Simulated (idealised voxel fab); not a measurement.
Title: Process Module voxel lift off
In the cross-section labelled cut, the width is 150 nm and each square cell is 5 nm.
A cross-section is a grid of square cells, given in bands from the top down. A band is one or more rows of cells.
Look at the band entry: it leads with the top's height and the bottom's height in nm. Then it lists the materials left to right, with a width in nm for each. The word "edge to edge" on a single material says that material fills the band edge to edge. The word "air" is empty space.
Note: height 0 marks the level under which the wafer is uniformly one material as received. Lowest band unbounded below, written "z 0 and below".
So if you see something like "30->40" for the width, read it as the top row of the band sitting at the first number and the bottom row at the second, with every row in between moving by the same amount as the last.
Basically "no change" means that step didn't change any cell in the cross-section.
Enclosed voids (no open way to top), threshold 8 cells or more, entry "Enclosed void inventory", notation width x height at distance, distance from left edge, nm.
Text after the settings on a step's line: the simulator's own remark on that step.
overlay nm, on a step with a mask: how far to the right of its planned place the mask lay; to the left if negative
## Below is the list of planned process steps
| 1 | RECEIVE: material Si |
| 2 | CONFORMAL_DEP: material SiO2, thk nm 5 |
| 3 | PATTERN: tone open, mask id LINES, material resist, width nm 25, pitch nm 45, thk nm 20, overlay nm 0 |
| 4 | DIRECTIONAL_DEP: material Ru, thk nm 5 |
| 5 | STRIP: etch materials resist |
| 6 | CONFORMAL_DEP: material SiN, thk nm 5 |
Quick note for whoever runs this: the wafers start identical, but the thk nm at step 2 isn't the same across them. The plan just shows what the first wafer had.
## As received, i.e. after step 1: cross-section through the first of several wafers
* z 0 and below = Si edge to edge
* Enclosed void inventory: none
## Rows = wafers. At module end, each row lists per material the cells gained (+) or lost (-) since the wafer was received, then the closed voids
thk nm 5, +10 Ru, +34 SiN, +30 SiO2, Enclosed void inventory: none
thk nm 10, +10 Ru, +34 SiN, +60 SiO2, Enclosed void inventory: none
thk nm 15, +10 Ru, +34 SiN, +90 SiO2, Enclosed void inventory: none
thk nm 20, +10 Ru, +34 SiN, +120 SiO2, Enclosed void inventory: none
thk nm 25, +10 Ru, +34 SiN, +150 SiO2, Enclosed void inventory: none
thk nm 30, +10 Ru, +34 SiN, +180 SiO2, Enclosed void inventory: none
